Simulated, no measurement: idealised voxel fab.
The following is a process module called voxel ribs on slabs.
Cross-section cut spans 185 nm and uses square cells 5 nm in size.
A cross-section in this document is a grid of square cells, and it is written down as bands, the top band listed before the ones below it; a band is made up of one or more rows of cells. It is stipulated that each band's entry specify, in nanometres, the height of the top of the band and then that of its bottom, followed by the materials of the band in left-to-right sequence, each together with its width in nanometres. A single material marked by the word "throughout" is understood to fill the band from edge to edge; the word "blank" is understood to denote empty space. Heights from 0 (as-received wafer is one material below). Bottom band endless downward, as "0 down". When a width is written as two numbers, as in "30..40", the first number is the width in the top row of cells of the band and the second is the width in its bottom row, and the width changes by the same amount from each row to the next. You'll sometimes find "nothing got changed" written for a step, and that's the way of saying that nowhere in the cross-section did a cell change during that step. Voids not open to the top, 8 cells minimum: see "Fully sealed voids". Written width x height at distance; distance is from the left edge; nm. What comes after the settings on a step's line is commentary from the simulator itself on that step. Regarding "overlay nm": on a step with a mask, it is the distance the mask lay to the right of its planned place; a negative value places it to the left.
# plan
1,RECEIVE | material Si
2,DIRECTIONAL_DEP | material SiO2 | thk nm 30
3,DIRECTIONAL_DEP | material polySi | thk nm 20
4,PATTERN | tone cover | mask id RIB | material resist | width nm 25 | thk nm 20 | overlay nm 0
5,DIRECTIONAL_ETCH | etch materials polySi | depth nm 15
6,STRIP | etch materials resist
7,PATTERN | tone cover | mask id SLAB | material resist | width nm 75 | thk nm 20 | overlay nm 0
8,DIRECTIONAL_ETCH | etch materials polySi | depth nm 5
9,STRIP | etch materials resist
10,FILL_DEP | material SiO2 | thk nm 30
11,CMP | height nm 70
12,DIRECTIONAL_DEP | material W | thk nm 10
13,DIRECTIONAL_DEP | material aC | thk nm 10
14,PATTERN | tone cover | mask id HEATER | material resist | width nm 35 | thk nm 30 | overlay nm 0
15,DIRECTIONAL_ETCH | etch materials aC | depth nm 10
16,STRIP | etch materials resist
17,DIRECTIONAL_ETCH | etch materials W | depth nm 10
18,STRIP | etch materials aC
19,CONFORMAL_DEP | material SiN | thk nm 5
# as received, after step 1
  0 down  Si throughout
  Fully sealed voids: none
# The first of two wafers, cross-sectioned at the end of the module, with the run proceeding as planned
  85 to 80  70 blank / 45 SiN / 70 blank
  80 to 75  70 blank / 5 SiN / 35 W / 5 SiN / 70 blank
  75 to 70  75 SiN / 35 W / 75 SiN
  70 to 50  SiO2 throughout
  50 to 35  80 SiO2 / 25 polySi / 80 SiO2
  35 to 30  55 SiO2 / 75 polySi / 55 SiO2
  30 to 0  SiO2 throughout
  0 down  Si throughout
  Fully sealed voids: none
# The second wafer, shown in cross-section after the module: started the same way as the first and given the same plan, yet one mistake crept into how it was run
  85 to 80  70 blank / 45 SiN / 70 blank
  80 to 75  70 blank / 5 SiN / 35 W / 5 SiN / 70 blank
  75 to 70  75 SiN / 35 W / 75 SiN
  70 to 50  SiO2 throughout
  50 to 35  80 SiO2 / 25 polySi / 80 SiO2
  35 to 30  55 SiO2 / 80 polySi / 50 SiO2
  30 to 0  SiO2 throughout
  0 down  Si throughout
  Fully sealed voids: none
Misprocessing identified: step 7 did not happen as planned, as run it was PATTERN | tone cover | mask id SLAB | material resist | width nm 80 | thk nm 20 | overlay nm 0
Cell-count delta at end, second wafer over first, by material: -1 SiO2; +1 polySi
